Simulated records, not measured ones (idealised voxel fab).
Process module, titled voxel trench capacitor
Displayed cross-section: cut, width of 200 nm, square cells sized 5 nm.
A cross-section is a grid of square cells, given in bands from the top down. A band is one or more rows of cells.
Each band's line starts with the height of the band's top and of its bottom, in nm. Then come its materials from left to right, each with its width in nm. One material with "all across" fills the band from edge to edge. "blank" is empty space.
A quick word on heights: they are counted from 0, and under that level the wafer as it came to us is one material throughout. The lowest band is different from the rest in having no bottom; it simply continues downward, written as in "top 0, no bottom".
You'd read "30 to 40" like this: the band's top row of cells is as wide as the first number, its bottom row is as wide as the second, and going down, every row changes width by the same amount as the row before did.
"all unchanged", as given for a step, is the statement that not any cell of the cross-section underwent a change during that step.
Entry "Sealed voids" = empty spaces >= 8 cells with no open way to the top; each as width x height at distance, distance from left edge, all nm.
Step line, after settings: the simulator's comment on this step.
On any step carrying a mask, the "overlay nm" setting, if present on the step's line, tells how far right of its planned place the mask lay; negative values point to the left.
Pairs, read this way: before one process step on the one hand, after it on the other, the after cross-section ending at the lowest band that changed; the step between, settings included, beneath. Same starting wafer throughout, but possibly different runs of this module, so no pair continues from the pair above unless its entry headed "Prior to processing" says so.
## Prior to processing
  top 0, no bottom  Si all across
  Sealed voids: none
## after
  top 5, bottom 0  SiN all across
  All layers under 0 are left as they were.
  Sealed voids: none
Before/after cross-sections above; step in between: CONFORMAL_DEP [material SiN] [thk nm 5]
Prior to processing: just use the after drawing of the pair above as your starting point.
## after
  top 20, bottom 5  aC all across
  All layers under 5 are left as they were.
  Sealed voids: none
Before/after cross-sections above; step in between: DIRECTIONAL_DEP [material aC] [thk nm 15]
Prior to processing: just use the after drawing of the pair above as your starting point.
## after
  top 55, bottom 20  resist: 45; blank: 25; resist: 15; blank: 25; resist: 15; blank: 25; resist: 50
  All layers under 20 are left as they were.
  Sealed voids: none
Before/after cross-sections above; step in between: PATTERN [tone open] [mask id TRENCH] [material resist] [width nm 25] [pitch nm 40] [thk nm 35] [overlay nm 0]
Prior to processing: just use the after drawing of the pair above as your starting point.
## after
  top 40, bottom 20  resist: 45; blank: 25; resist: 15; blank: 25; resist: 15; blank: 25; resist: 50
  top 20, bottom 5  aC: 45; blank: 25; aC: 15; blank: 25; aC: 15; blank: 25; aC: 50
  All layers under 5 are left as they were.
  Sealed voids: none
Before/after cross-sections above; step in between: DIRECTIONAL_ETCH [etch materials aC] [depth nm 15]
Prior to processing: just use the after drawing of the pair above as your starting point.
## after
  top 20, bottom 5  aC: 45; blank: 25; aC: 15; blank: 25; aC: 15; blank: 25; aC: 50
  All layers under 5 are left as they were.
  Sealed voids: none
Before/after cross-sections above; step in between: STRIP [etch materials resist]
Prior to processing: just use the after drawing of the pair above as your starting point.
## after
  top 20, bottom 5  aC: 45; blank: 25; aC: 15; blank: 25; aC: 15; blank: 25; aC: 50
  top 5, bottom 0  SiN: 45; blank: 25; SiN: 15; blank: 25; SiN: 15; blank: 25; SiN: 50
  All layers under 0 are left as they were.
  Sealed voids: none
Before/after cross-sections above; step in between: DIRECTIONAL_ETCH [etch materials SiN] [depth nm 5]
Prior to processing: just use the after drawing of the pair above as your starting point.
## after
  top 20, bottom 5  aC: 45; blank: 25; aC: 15; blank: 25; aC: 15; blank: 25; aC: 50
  top 5, bottom 0  SiN: 45; blank: 25; SiN: 15; blank: 25; SiN: 15; blank: 25; SiN: 50
  top 0, bottom -35  Si: 45; blank: 25; Si: 15; blank: 25; Si: 15; blank: 25; Si: 50
  All layers under -35 are left as they were.
  Sealed voids: none
Before/after cross-sections above; step in between: DIRECTIONAL_ETCH [etch materials Si] [depth nm 35]
Prior to processing: just use the after drawing of the pair above as your starting point.
## after
  top 5, bottom 0  SiN: 45; blank: 25; SiN: 15; blank: 25; SiN: 15; blank: 25; SiN: 50
  All layers under 0 are left as they were.
  Sealed voids: none
Before/after cross-sections above; step in between: STRIP [etch materials aC]
Prior to processing: just use the after drawing of the pair above as your starting point.
## after
  top 10, bottom 5  Al2O3: 50; blank: 15; Al2O3: 25; blank: 15; Al2O3: 25; blank: 15; Al2O3: 55
  top 5, bottom 0  SiN: 45; Al2O3: 5; blank: 15; Al2O3: 5; SiN: 15; Al2O3: 5; blank: 15; Al2O3: 5; SiN: 15; Al2O3: 5; blank: 15; Al2O3: 5; SiN: 50
  top 0, bottom -30  Si: 45; Al2O3: 5; blank: 15; Al2O3: 5; Si: 15; Al2O3: 5; blank: 15; Al2O3: 5; Si: 15; Al2O3: 5; blank: 15; Al2O3: 5; Si: 50
  top -30, bottom -35  Si: 45; Al2O3: 25; Si: 15; Al2O3: 25; Si: 15; Al2O3: 25; Si: 50
  All layers under -35 are left as they were.
  Sealed voids: none
Before/after cross-sections above; step in between: CONFORMAL_DEP [material Al2O3] [thk nm 5]
Prior to processing: just use the after drawing of the pair above as your starting point.
## after
  top 15, bottom 10  polySi all across
  top 10, bottom 5  Al2O3: 50; polySi: 15; Al2O3: 25; polySi: 15; Al2O3: 25; polySi: 15; Al2O3: 55
  top 5, bottom 0  SiN: 45; Al2O3: 5; polySi: 15; Al2O3: 5; SiN: 15; Al2O3: 5; polySi: 15; Al2O3: 5; SiN: 15; Al2O3: 5; polySi: 15; Al2O3: 5; SiN: 50
  top 0, bottom -30  Si: 45; Al2O3: 5; polySi: 15; Al2O3: 5; Si: 15; Al2O3: 5; polySi: 15; Al2O3: 5; Si: 15; Al2O3: 5; polySi: 15; Al2O3: 5; Si: 50
  All layers under -30 are left as they were.
  Sealed voids: none
Before/after cross-sections above; step in between: FILL_DEP [material polySi] [thk nm 5]
Prior to processing: just use the after drawing of the pair above as your starting point.
## after
  top 5, bottom 0  SiN: 45; Al2O3: 5; polySi: 15; Al2O3: 5; SiN: 15; Al2O3: 5; polySi: 15; Al2O3: 5; SiN: 15; Al2O3: 5; polySi: 15; Al2O3: 5; SiN: 50
  All layers under 0 are left as they were.
  Sealed voids: none
Before/after cross-sections above; step in between: CMP [height nm 5]
## Prior to processing
  top 20, bottom 5  aC: 45; blank: 25; aC: 15; blank: 25; aC: 15; blank: 25; aC: 50
  top 5, bottom 0  SiN: 45; blank: 25; SiN: 15; blank: 25; SiN: 15; blank: 25; SiN: 50
  top 0, bottom -35  Si: 45; blank: 25; Si: 15; blank: 25; Si: 15; blank: 25; Si: 50
  top -35, no bottom  Si all across
  Sealed voids: none
## after
  top 25, bottom 20  Al2O3: 50; blank: 15; Al2O3: 25; blank: 15; Al2O3: 25; blank: 15; Al2O3: 55
  top 20, bottom 5  aC: 45; Al2O3: 5; blank: 15; Al2O3: 5; aC: 15; Al2O3: 5; blank: 15; Al2O3: 5; aC: 15; Al2O3: 5; blank: 15; Al2O3: 5; aC: 50
  top 5, bottom 0  SiN: 45; Al2O3: 5; blank: 15; Al2O3: 5; SiN: 15; Al2O3: 5; blank: 15; Al2O3: 5; SiN: 15; Al2O3: 5; blank: 15; Al2O3: 5; SiN: 50
  top 0, bottom -30  Si: 45; Al2O3: 5; blank: 15; Al2O3: 5; Si: 15; Al2O3: 5; blank: 15; Al2O3: 5; Si: 15; Al2O3: 5; blank: 15; Al2O3: 5; Si: 50
  top -30, bottom -35  Si: 45; Al2O3: 25; Si: 15; Al2O3: 25; Si: 15; Al2O3: 25; Si: 50
  All layers under -35 are left as they were.
  Sealed voids: none
Before/after cross-sections above; step in between: CONFORMAL_DEP [material Al2O3] [thk nm 5]
Prior to processing: just use the after drawing of the pair above as your starting point.
## after
  top 30, bottom 25  polySi all across
  top 25, bottom 20  Al2O3: 50; polySi: 15; Al2O3: 25; polySi: 15; Al2O3: 25; polySi: 15; Al2O3: 55
  top 20, bottom 5  aC: 45; Al2O3: 5; polySi: 15; Al2O3: 5; aC: 15; Al2O3: 5; polySi: 15; Al2O3: 5; aC: 15; Al2O3: 5; polySi: 15; Al2O3: 5; aC: 50
  top 5, bottom 0  SiN: 45; Al2O3: 5; polySi: 15; Al2O3: 5; SiN: 15; Al2O3: 5; polySi: 15; Al2O3: 5; SiN: 15; Al2O3: 5; polySi: 15; Al2O3: 5; SiN: 50
  top 0, bottom -30  Si: 45; Al2O3: 5; polySi: 15; Al2O3: 5; Si: 15; Al2O3: 5; polySi: 15; Al2O3: 5; Si: 15; Al2O3: 5; polySi: 15; Al2O3: 5; Si: 50
  All layers under -30 are left as they were.
  Sealed voids: none
Before/after cross-sections above; step in between: FILL_DEP [material polySi] [thk nm 5]
Prior to processing: just use the after drawing of the pair above as your starting point.
## after
  top 5, bottom 0  SiN: 45; Al2O3: 5; polySi: 15; Al2O3: 5; SiN: 15; Al2O3: 5; polySi: 15; Al2O3: 5; SiN: 15; Al2O3: 5; polySi: 15; Al2O3: 5; SiN: 50
  All layers under 0 are left as they were.
  Sealed voids: none
Before/after cross-sections above; step in between: CMP [height nm 5]
## Prior to processing
  top 20, bottom 5  aC: 45; blank: 25; aC: 15; blank: 25; aC: 15; blank: 25; aC: 50
  top 5, bottom 0  SiN: 45; blank: 25; SiN: 15; blank: 25; SiN: 15; blank: 25; SiN: 50
  top 0, bottom -35  Si: 45; blank: 25; Si: 15; blank: 25; Si: 15; blank: 25; Si: 50
  top -35, no bottom  Si all across
  Sealed voids: none
## after
  top 20, bottom 5  aC: 45; blank: 25; aC: 15; blank: 25; aC: 15; blank: 25; aC: 50
  top 5, bottom 0  SiN: 45; blank: 25; SiN: 15; blank: 25; SiN: 15; blank: 25; SiN: 50
  top 0, bottom -70  Si: 45; blank: 25; Si: 15; blank: 25; Si: 15; blank: 25; Si: 50
  All layers under -70 are left as they were.
  Sealed voids: none
Before/after cross-sections above; step in between: DIRECTIONAL_ETCH [etch materials Si] [depth nm 35]
Prior to processing: just use the after drawing of the pair above as your starting point.
## after
  top 5, bottom 0  SiN: 45; blank: 25; SiN: 15; blank: 25; SiN: 15; blank: 25; SiN: 50
  All layers under 0 are left as they were.
  Sealed voids: none
Before/after cross-sections above; step in between: STRIP [etch materials aC]
Prior to processing: just use the after drawing of the pair above as your starting point.
## after
  top 10, bottom 5  Al2O3: 50; blank: 15; Al2O3: 25; blank: 15; Al2O3: 25; blank: 15; Al2O3: 55
  top 5, bottom 0  SiN: 45; Al2O3: 5; blank: 15; Al2O3: 5; SiN: 15; Al2O3: 5; blank: 15; Al2O3: 5; SiN: 15; Al2O3: 5; blank: 15; Al2O3: 5; SiN: 50
  top 0, bottom -65  Si: 45; Al2O3: 5; blank: 15; Al2O3: 5; Si: 15; Al2O3: 5; blank: 15; Al2O3: 5; Si: 15; Al2O3: 5; blank: 15; Al2O3: 5; Si: 50
  top -65, bottom -70  Si: 45; Al2O3: 25; Si: 15; Al2O3: 25; Si: 15; Al2O3: 25; Si: 50
  All layers under -70 are left as they were.
  Sealed voids: none
Before/after cross-sections above; step in between: CONFORMAL_DEP [material Al2O3] [thk nm 5]
Prior to processing: just use the after drawing of the pair above as your starting point.
## after
  top 15, bottom 10  polySi all across
  top 10, bottom 5  Al2O3: 50; polySi: 15; Al2O3: 25; polySi: 15; Al2O3: 25; polySi: 15; Al2O3: 55
  top 5, bottom 0  SiN: 45; Al2O3: 5; polySi: 15; Al2O3: 5; SiN: 15; Al2O3: 5; polySi: 15; Al2O3: 5; SiN: 15; Al2O3: 5; polySi: 15; Al2O3: 5; SiN: 50
  top 0, bottom -65  Si: 45; Al2O3: 5; polySi: 15; Al2O3: 5; Si: 15; Al2O3: 5; polySi: 15; Al2O3: 5; Si: 15; Al2O3: 5; polySi: 15; Al2O3: 5; Si: 50
  All layers under -65 are left as they were.
  Sealed voids: none
Before/after cross-sections above; step in between: FILL_DEP [material polySi] [thk nm 5]
Prior to processing: just use the after drawing of the pair above as your starting point.
## after
  top 5, bottom 0  SiN: 45; Al2O3: 5; polySi: 15; Al2O3: 5; SiN: 15; Al2O3: 5; polySi: 15; Al2O3: 5; SiN: 15; Al2O3: 5; polySi: 15; Al2O3: 5; SiN: 50
  All layers under 0 are left as they were.
  Sealed voids: none
Before/after cross-sections above; step in between: CMP [height nm 5]
## Prior to processing
  top 20, bottom 5  aC: 45; blank: 25; aC: 15; blank: 25; aC: 15; blank: 25; aC: 50
  top 5, bottom 0  SiN: 45; blank: 25; SiN: 15; blank: 25; SiN: 15; blank: 25; SiN: 50
  top 0, no bottom  Si all across
  Sealed voids: none
## after
  top 20, bottom 5  aC: 45; blank: 25; aC: 15; blank: 25; aC: 15; blank: 25; aC: 50
  top 5, bottom 0  SiN: 45; blank: 25; SiN: 15; blank: 25; SiN: 15; blank: 25; SiN: 50
  top 0, bottom -45  Si: 45; blank: 25; Si: 15; blank: 25; Si: 15; blank: 25; Si: 50
  All layers under -45 are left as they were.
  Sealed voids: none
Before/after cross-sections above; step in between: DIRECTIONAL_ETCH [etch materials Si] [depth nm 45]
Prior to processing: just use the after drawing of the pair above as your starting point.
## after
  top 5, bottom 0  SiN: 45; blank: 25; SiN: 15; blank: 25; SiN: 15; blank: 25; SiN: 50
  All layers under 0 are left as they were.
  Sealed voids: none
Before/after cross-sections above; step in between: STRIP [etch materials aC]
Prior to processing: just use the after drawing of the pair above as your starting point.
## after
  top 10, bottom 5  Al2O3: 50; blank: 15; Al2O3: 25; blank: 15; Al2O3: 25; blank: 15; Al2O3: 55
  top 5, bottom 0  SiN: 45; Al2O3: 5; blank: 15; Al2O3: 5; SiN: 15; Al2O3: 5; blank: 15; Al2O3: 5; SiN: 15; Al2O3: 5; blank: 15; Al2O3: 5; SiN: 50
  top 0, bottom -40  Si: 45; Al2O3: 5; blank: 15; Al2O3: 5; Si: 15; Al2O3: 5; blank: 15; Al2O3: 5; Si: 15; Al2O3: 5; blank: 15; Al2O3: 5; Si: 50
  top -40, bottom -45  Si: 45; Al2O3: 25; Si: 15; Al2O3: 25; Si: 15; Al2O3: 25; Si: 50
  All layers under -45 are left as they were.
  Sealed voids: none
Before/after cross-sections above; step in between: CONFORMAL_DEP [material Al2O3] [thk nm 5]
Prior to processing: just use the after drawing of the pair above as your starting point.
## after
  top 15, bottom 10  polySi all across
  top 10, bottom 5  Al2O3: 50; polySi: 15; Al2O3: 25; polySi: 15; Al2O3: 25; polySi: 15; Al2O3: 55
  top 5, bottom 0  SiN: 45; Al2O3: 5; polySi: 15; Al2O3: 5; SiN: 15; Al2O3: 5; polySi: 15; Al2O3: 5; SiN: 15; Al2O3: 5; polySi: 15; Al2O3: 5; SiN: 50
  top 0, bottom -40  Si: 45; Al2O3: 5; polySi: 15; Al2O3: 5; Si: 15; Al2O3: 5; polySi: 15; Al2O3: 5; Si: 15; Al2O3: 5; polySi: 15; Al2O3: 5; Si: 50
  All layers under -40 are left as they were.
  Sealed voids: none
Before/after cross-sections above; step in between: FILL_DEP [material polySi] [thk nm 5]
Prior to processing: just use the after drawing of the pair above as your starting point.
## after
  top 5, bottom 0  SiN: 45; Al2O3: 5; polySi: 15; Al2O3: 5; SiN: 15; Al2O3: 5; polySi: 15; Al2O3: 5; SiN: 15; Al2O3: 5; polySi: 15; Al2O3: 5; SiN: 50
  All layers under 0 are left as they were.
  Sealed voids: none
Before/after cross-sections above; step in between: CMP [height nm 5]
## Prior to processing
  top 20, bottom 5  aC all across
  top 5, bottom 0  SiN all across
  top 0, no bottom  Si all across
  Sealed voids: none
## after
  top 55, bottom 20  resist: 50; blank: 15; resist: 25; blank: 15; resist: 25; blank: 15; resist: 55
  All layers under 20 are left as they were.
  Sealed voids: none
Before/after cross-sections above; step in between: PATTERN [tone open] [mask id TRENCH] [material resist] [width nm 15] [pitch nm 40] [thk nm 35] [overlay nm 0]
Prior to processing: just use the after drawing of the pair above as your starting point.
## after
  top 40, bottom 20  resist: 50; blank: 15; resist: 25; blank: 15; resist: 25; blank: 15; resist: 55
  top 20, bottom 5  aC: 50; blank: 15; aC: 25; blank: 15; aC: 25; blank: 15; aC: 55
  All layers under 5 are left as they were.
  Sealed voids: none
Before/after cross-sections above; step in between: DIRECTIONAL_ETCH [etch materials aC] [depth nm 15]
Prior to processing: just use the after drawing of the pair above as your starting point.
## after
  top 20, bottom 5  aC: 50; blank: 15; aC: 25; blank: 15; aC: 25; blank: 15; aC: 55
  All layers under 5 are left as they were.
  Sealed voids: none
Before/after cross-sections above; step in between: STRIP [etch materials resist]
Prior to processing: just use the after drawing of the pair above as your starting point.
## after
  top 20, bottom 5  aC: 50; blank: 15; aC: 25; blank: 15; aC: 25; blank: 15; aC: 55
  top 5, bottom 0  SiN: 50; blank: 15; SiN: 25; blank: 15; SiN: 25; blank: 15; SiN: 55
  All layers under 0 are left as they were.
  Sealed voids: none
Before/after cross-sections above; step in between: DIRECTIONAL_ETCH [etch materials SiN] [depth nm 5]
Prior to processing: just use the after drawing of the pair above as your starting point.
## after
  top 20, bottom 5  aC: 50; blank: 15; aC: 25; blank: 15; aC: 25; blank: 15; aC: 55
  top 5, bottom 0  SiN: 50; blank: 15; SiN: 25; blank: 15; SiN: 25; blank: 15; SiN: 55
  top 0, bottom -35  Si: 50; blank: 15; Si: 25; blank: 15; Si: 25; blank: 15; Si: 55
  All layers under -35 are left as they were.
  Sealed voids: none
Before/after cross-sections above; step in between: DIRECTIONAL_ETCH [etch materials Si] [depth nm 35]
Prior to processing: just use the after drawing of the pair above as your starting point.
## after
  top 5, bottom 0  SiN: 50; blank: 15; SiN: 25; blank: 15; SiN: 25; blank: 15; SiN: 55
  All layers under 0 are left as they were.
  Sealed voids: none
Before/after cross-sections above; step in between: STRIP [etch materials aC]
Prior to processing: just use the after drawing of the pair above as your starting point.
## after
  top 10, bottom 5  Al2O3: 55; blank: 5; Al2O3: 35; blank: 5; Al2O3: 35; blank: 5; Al2O3: 60
  top 5, bottom 0  SiN: 50; Al2O3: 5; blank: 5; Al2O3: 5; SiN: 25; Al2O3: 5; blank: 5; Al2O3: 5; SiN: 25; Al2O3: 5; blank: 5; Al2O3: 5; SiN: 55
  top 0, bottom -30  Si: 50; Al2O3: 5; blank: 5; Al2O3: 5; Si: 25; Al2O3: 5; blank: 5; Al2O3: 5; Si: 25; Al2O3: 5; blank: 5; Al2O3: 5; Si: 55
  top -30, bottom -35  Si: 50; Al2O3: 15; Si: 25; Al2O3: 15; Si: 25; Al2O3: 15; Si: 55
  All layers under -35 are left as they were.
  Sealed voids: none
Before/after cross-sections above; step in between: CONFORMAL_DEP [material Al2O3] [thk nm 5]
Prior to processing: just use the after drawing of the pair above as your starting point.
## after
  top 15, bottom 10  polySi all across
  top 10, bottom 5  Al2O3: 55; polySi: 5; Al2O3: 35; polySi: 5; Al2O3: 35; polySi: 5; Al2O3: 60
  top 5, bottom 0  SiN: 50; Al2O3: 5; polySi: 5; Al2O3: 5; SiN: 25; Al2O3: 5; polySi: 5; Al2O3: 5; SiN: 25; Al2O3: 5; polySi: 5; Al2O3: 5; SiN: 55
  top 0, bottom -30  Si: 50; Al2O3: 5; polySi: 5; Al2O3: 5; Si: 25; Al2O3: 5; polySi: 5; Al2O3: 5; Si: 25; Al2O3: 5; polySi: 5; Al2O3: 5; Si: 55
  All layers under -30 are left as they were.
  Sealed voids: none
Before/after cross-sections above; step in between: FILL_DEP [material polySi] [thk nm 5]
Prior to processing: just use the after drawing of the pair above as your starting point.
## after
  top 5, bottom 0  SiN: 50; Al2O3: 5; polySi: 5; Al2O3: 5; SiN: 25; Al2O3: 5; polySi: 5; Al2O3: 5; SiN: 25; Al2O3: 5; polySi: 5; Al2O3: 5; SiN: 55
  All layers under 0 are left as they were.
  Sealed voids: none
Before/after cross-sections above; step in between: CMP [height nm 5]
## Prior to processing
  top 20, bottom 5  aC all across
  top 5, bottom 0  SiN all across
  top 0, no bottom  Si all across
  Sealed voids: none
## after
  top 55, bottom 20  resist: 40; blank: 25; resist: 15; blank: 25; resist: 15; blank: 25; resist: 55
  All layers under 20 are left as they were.
  Sealed voids: none
Before/after cross-sections above; step in between: PATTERN [tone open] [mask id TRENCH] [material resist] [width nm 25] [pitch nm 40] [thk nm 35] [overlay nm -5]
Prior to processing: just use the after drawing of the pair above as your starting point.
## after
  top 40, bottom 20  resist: 40; blank: 25; resist: 15; blank: 25; resist: 15; blank: 25; resist: 55
  top 20, bottom 5  aC: 40; blank: 25; aC: 15; blank: 25; aC: 15; blank: 25; aC: 55
  All layers under 5 are left as they were.
  Sealed voids: none
Before/after cross-sections above; step in between: DIRECTIONAL_ETCH [etch materials aC] [depth nm 15]
Prior to processing: just use the after drawing of the pair above as your starting point.
## after
  top 20, bottom 5  aC: 40; blank: 25; aC: 15; blank: 25; aC: 15; blank: 25; aC: 55
  All layers under 5 are left as they were.
  Sealed voids: none
Before/after cross-sections above; step in between: STRIP [etch materials resist]
Prior to processing: just use the after drawing of the pair above as your starting point.
## after
  top 20, bottom 5  aC: 40; blank: 25; aC: 15; blank: 25; aC: 15; blank: 25; aC: 55
  top 5, bottom 0  SiN: 40; blank: 25; SiN: 15; blank: 25; SiN: 15; blank: 25; SiN: 55
  All layers under 0 are left as they were.
  Sealed voids: none
Before/after cross-sections above; step in between: DIRECTIONAL_ETCH [etch materials SiN] [depth nm 5]
Prior to processing: just use the after drawing of the pair above as your starting point.
## after
  top 20, bottom 5  aC: 40; blank: 25; aC: 15; blank: 25; aC: 15; blank: 25; aC: 55
  top 5, bottom 0  SiN: 40; blank: 25; SiN: 15; blank: 25; SiN: 15; blank: 25; SiN: 55
  top 0, bottom -35  Si: 40; blank: 25; Si: 15; blank: 25; Si: 15; blank: 25; Si: 55
  All layers under -35 are left as they were.
  Sealed voids: none
Before/after cross-sections above; step in between: DIRECTIONAL_ETCH [etch materials Si] [depth nm 35]
Prior to processing: just use the after drawing of the pair above as your starting point.
## after
  top 5, bottom 0  SiN: 40; blank: 25; SiN: 15; blank: 25; SiN: 15; blank: 25; SiN: 55
  All layers under 0 are left as they were.
  Sealed voids: none
Before/after cross-sections above; step in between: STRIP [etch materials aC]
Prior to processing: just use the after drawing of the pair above as your starting point.
## after
  top 10, bottom 5  Al2O3: 45; blank: 15; Al2O3: 25; blank: 15; Al2O3: 25; blank: 15; Al2O3: 60
  top 5, bottom 0  SiN: 40; Al2O3: 5; blank: 15; Al2O3: 5; SiN: 15; Al2O3: 5; blank: 15; Al2O3: 5; SiN: 15; Al2O3: 5; blank: 15; Al2O3: 5; SiN: 55
  top 0, bottom -30  Si: 40; Al2O3: 5; blank: 15; Al2O3: 5; Si: 15; Al2O3: 5; blank: 15; Al2O3: 5; Si: 15; Al2O3: 5; blank: 15; Al2O3: 5; Si: 55
  top -30, bottom -35  Si: 40; Al2O3: 25; Si: 15; Al2O3: 25; Si: 15; Al2O3: 25; Si: 55
  All layers under -35 are left as they were.
  Sealed voids: none
Before/after cross-sections above; step in between: CONFORMAL_DEP [material Al2O3] [thk nm 5]
Prior to processing: just use the after drawing of the pair above as your starting point.
## after
  top 15, bottom 10  polySi all across
  top 10, bottom 5  Al2O3: 45; polySi: 15; Al2O3: 25; polySi: 15; Al2O3: 25; polySi: 15; Al2O3: 60
  top 5, bottom 0  SiN: 40; Al2O3: 5; polySi: 15; Al2O3: 5; SiN: 15; Al2O3: 5; polySi: 15; Al2O3: 5; SiN: 15; Al2O3: 5; polySi: 15; Al2O3: 5; SiN: 55
  top 0, bottom -30  Si: 40; Al2O3: 5; polySi: 15; Al2O3: 5; Si: 15; Al2O3: 5; polySi: 15; Al2O3: 5; Si: 15; Al2O3: 5; polySi: 15; Al2O3: 5; Si: 55
  All layers under -30 are left as they were.
  Sealed voids: none
Before/after cross-sections above; step in between: FILL_DEP [material polySi] [thk nm 5]
Prior to processing: just use the after drawing of the pair above as your starting point.
## after
  top 5, bottom 0  SiN: 40; Al2O3: 5; polySi: 15; Al2O3: 5; SiN: 15; Al2O3: 5; polySi: 15; Al2O3: 5; SiN: 15; Al2O3: 5; polySi: 15; Al2O3: 5; SiN: 55
  All layers under 0 are left as they were.
  Sealed voids: none
Before/after cross-sections above; step in between: CMP [height nm 5]
## Prior to processing
  top 0, no bottom  Si all across
  Sealed voids: none
## after
  top 5, bottom 0  polySi all across
  All layers under 0 are left as they were.
  Sealed voids: none
Before/after cross-sections above; step in between: CONFORMAL_DEP [material polySi] [thk nm 5]
Prior to processing: just use the after drawing of the pair above as your starting point.
## after
  top 20, bottom 5  aC all across
  All layers under 5 are left as they were.
  Sealed voids: none
Before/after cross-sections above; step in between: DIRECTIONAL_DEP [material aC] [thk nm 15]
Prior to processing: just use the after drawing of the pair above as your starting point.
## after
  top 55, bottom 20  resist: 45; blank: 25; resist: 15; blank: 25; resist: 15; blank: 25; resist: 50
  All layers under 20 are left as they were.
  Sealed voids: none
Before/after cross-sections above; step in between: PATTERN [tone open] [mask id TRENCH] [material resist] [width nm 25] [pitch nm 40] [thk nm 35] [overlay nm 0]
Prior to processing: just use the after drawing of the pair above as your starting point.
## after
  top 40, bottom 20  resist: 45; blank: 25; resist: 15; blank: 25; resist: 15; blank: 25; resist: 50
  top 20, bottom 5  aC: 45; blank: 25; aC: 15; blank: 25; aC: 15; blank: 25; aC: 50
  All layers under 5 are left as they were.
  Sealed voids: none
Before/after cross-sections above; step in between: DIRECTIONAL_ETCH [etch materials aC] [depth nm 15]
Prior to processing: just use the after drawing of the pair above as your starting point.
## after
  top 20, bottom 5  aC: 45; blank: 25; aC: 15; blank: 25; aC: 15; blank: 25; aC: 50
  All layers under 5 are left as they were.
  Sealed voids: none
Before/after cross-sections above; step in between: STRIP [etch materials resist]
Prior to processing: just use the after drawing of the pair above as your starting point.
## after
  top 20, bottom 5  aC: 45; blank: 25; aC: 15; blank: 25; aC: 15; blank: 25; aC: 50
  top 5, bottom 0  polySi: 45; blank: 25; polySi: 15; blank: 25; polySi: 15; blank: 25; polySi: 50
  top 0, bottom -30  Si: 45; blank: 25; Si: 15; blank: 25; Si: 15; blank: 25; Si: 50
  All layers under -30 are left as they were.
  Sealed voids: none
Before/after cross-sections above; step in between: DIRECTIONAL_ETCH [etch materials Si] [depth nm 35]
Prior to processing: just use the after drawing of the pair above as your starting point.
## after
  top 5, bottom 0  polySi: 45; blank: 25; polySi: 15; blank: 25; polySi: 15; blank: 25; polySi: 50
  All layers under 0 are left as they were.
  Sealed voids: none
Before/after cross-sections above; step in between: STRIP [etch materials aC]
Prior to processing: just use the after drawing of the pair above as your starting point.
## after
  top 10, bottom 5  Al2O3: 50; blank: 15; Al2O3: 25; blank: 15; Al2O3: 25; blank: 15; Al2O3: 55
  top 5, bottom 0  polySi: 45; Al2O3: 5; blank: 15; Al2O3: 5; polySi: 15; Al2O3: 5; blank: 15; Al2O3: 5; polySi: 15; Al2O3: 5; blank: 15; Al2O3: 5; polySi: 50
  top 0, bottom -25  Si: 45; Al2O3: 5; blank: 15; Al2O3: 5; Si: 15; Al2O3: 5; blank: 15; Al2O3: 5; Si: 15; Al2O3: 5; blank: 15; Al2O3: 5; Si: 50
  top -25, bottom -30  Si: 45; Al2O3: 25; Si: 15; Al2O3: 25; Si: 15; Al2O3: 25; Si: 50
  All layers under -30 are left as they were.
  Sealed voids: none
Before/after cross-sections above; step in between: CONFORMAL_DEP [material Al2O3] [thk nm 5]
Prior to processing: just use the after drawing of the pair above as your starting point.
## after
  top 15, bottom 10  polySi all across
  top 10, bottom 5  Al2O3: 50; polySi: 15; Al2O3: 25; polySi: 15; Al2O3: 25; polySi: 15; Al2O3: 55
  top 5, bottom 0  polySi: 45; Al2O3: 5; polySi: 15; Al2O3: 5; polySi: 15; Al2O3: 5; polySi: 15; Al2O3: 5; polySi: 15; Al2O3: 5; polySi: 15; Al2O3: 5; polySi: 50
  top 0, bottom -25  Si: 45; Al2O3: 5; polySi: 15; Al2O3: 5; Si: 15; Al2O3: 5; polySi: 15; Al2O3: 5; Si: 15; Al2O3: 5; polySi: 15; Al2O3: 5; Si: 50
  All layers under -25 are left as they were.
  Sealed voids: none
Before/after cross-sections above; step in between: FILL_DEP [material polySi] [thk nm 5]
Prior to processing: just use the after drawing of the pair above as your starting point.
## after
  top 5, bottom 0  polySi: 45; Al2O3: 5; polySi: 15; Al2O3: 5; polySi: 15; Al2O3: 5; polySi: 15; Al2O3: 5; polySi: 15; Al2O3: 5; polySi: 15; Al2O3: 5; polySi: 50
  All layers under 0 are left as they were.
  Sealed voids: none
Before/after cross-sections above; step in between: CMP [height nm 5]
## Prior to processing
  top 20, bottom 5  aC all across
  top 5, bottom 0  SiN all across
  top 0, no bottom  Si all across
  Sealed voids: none
## after
  top 55, bottom 20  blank: 45; resist: 25; blank: 15; resist: 25; blank: 15; resist: 25; blank: 50
  All layers under 20 are left as they were.
  Sealed voids: none
Before/after cross-sections above; step in between: PATTERN [tone cover] [mask id TRENCH] [material resist] [width nm 25] [pitch nm 40] [thk nm 35] [overlay nm 0]
Prior to processing: just use the after drawing of the pair above as your starting point.
## after
  top 40, bottom 20  blank: 45; resist: 25; blank: 15; resist: 25; blank: 15; resist: 25; blank: 50
  top 20, bottom 5  blank: 45; aC: 25; blank: 15; aC: 25; blank: 15; aC: 25; blank: 50
  All layers under 5 are left as they were.
  Sealed voids: none
Before/after cross-sections above; step in between: DIRECTIONAL_ETCH [etch materials aC] [depth nm 15]
Prior to processing: just use the after drawing of the pair above as your starting point.
## after
  top 20, bottom 5  blank: 45; aC: 25; blank: 15; aC: 25; blank: 15; aC: 25; blank: 50
  All layers under 5 are left as they were.
  Sealed voids: none
Before/after cross-sections above; step in between: STRIP [etch materials resist]
Prior to processing: just use the after drawing of the pair above as your starting point.
## after
  top 20, bottom 5  blank: 45; aC: 25; blank: 15; aC: 25; blank: 15; aC: 25; blank: 50
  top 5, bottom 0  blank: 45; SiN: 25; blank: 15; SiN: 25; blank: 15; SiN: 25; blank: 50
  All layers under 0 are left as they were.
  Sealed voids: none
Before/after cross-sections above; step in between: DIRECTIONAL_ETCH [etch materials SiN] [depth nm 5]
Prior to processing: just use the after drawing of the pair above as your starting point.
## after
  top 20, bottom 5  blank: 45; aC: 25; blank: 15; aC: 25; blank: 15; aC: 25; blank: 50
  top 5, bottom 0  blank: 45; SiN: 25; blank: 15; SiN: 25; blank: 15; SiN: 25; blank: 50
  top 0, bottom -35  blank: 45; Si: 25; blank: 15; Si: 25; blank: 15; Si: 25; blank: 50
  All layers under -35 are left as they were.
  Sealed voids: none
Before/after cross-sections above; step in between: DIRECTIONAL_ETCH [etch materials Si] [depth nm 35]
